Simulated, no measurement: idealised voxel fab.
process module | voxel self aligned contacts
cross-section cut | 180 nm wide | cells 5 nm
A cross-section is a grid of square cells, given in bands from the top down. A band is one or more rows of cells.
Each band's line starts with the height of the band's top and of its bottom, in nm. Then come its materials from left to right, each with its width in nm. One material with "throughout" fills the band from edge to edge. "air" is empty space.
Height 0 is the level under which the wafer as received is all one material. The lowest band goes on downwards, as in "0 down".
A width such as "30 to 40" changes by the same amount from each row of cells to the next, from the band's top row to its bottom row.
"no change" after a step means that no cell of the cross-section changed.
closed voids: empty space of 8 cells or more with no open way to the top, each as width x height at its distance from the left edge, in nm
after a step's settings: what the simulator itself notes on the step
overlay nm, on a step with a mask: how far to the right of its planned place the mask lay; to the left if negative
plan
1 op RECEIVE | material Si
2 op CONFORMAL_DEP | material SiO2 | thk nm 5
3 op DIRECTIONAL_DEP | material polySi | thk nm 25
4 op DIRECTIONAL_DEP | material SiN | thk nm 20
5 op PATTERN | tone cover | mask id GATE | material resist | width nm 35 | pitch nm 70 | thk nm 15 | overlay nm 0
6 op DIRECTIONAL_ETCH | etch materials SiN | depth nm 20
7 op DIRECTIONAL_ETCH | etch materials polySi | depth nm 25
8 op STRIP | etch materials resist
9 op CONFORMAL_DEP | material SiN | thk nm 5
10 op DIRECTIONAL_ETCH | etch materials SiN | depth nm 5
11 op FILL_DEP | material SiO2 | thk nm 15
12 op CMP | height nm 60
13 op MASKED_ETCH | tone open | mask id CONTACT | width nm 55 | etch materials SiO2 | depth nm 60 | overlay nm 0
14 op CONFORMAL_DEP | material TiN | thk nm 5
15 op FILL_DEP | material W | thk nm 5
16 op CMP | height nm 60
17 op CONFORMAL_DEP | material SiN | thk nm 5
as received, after step 1
  0 down: Si throughout
  closed voids: none
a wafer at the end: this start, this plan, one mistake
  65 to 60: SiN throughout
  60 to 50: W 55 to 25 | TiN 5 to 35 | SiO2 55 | TiN 5 to 35 | W 60 to 30
  50 to 30: W 25 | TiN 5 | SiN 45 | SiO2 25 | SiN 45 | TiN 5 | W 30
  30 to 5: W 25 | TiN 5 | SiN 5 | polySi 35 | SiN 5 | SiO2 25 | SiN 5 | polySi 35 | SiN 5 | TiN 5 | W 30
  5 to 0: TiN 30 | SiO2 115 | TiN 35
  0 down: Si throughout
  closed voids: none
what went wrong: step 13 ran as: op MASKED_ETCH | tone cover | mask id CONTACT | width nm 55 | etch materials SiO2 | depth nm 60 | overlay nm 0
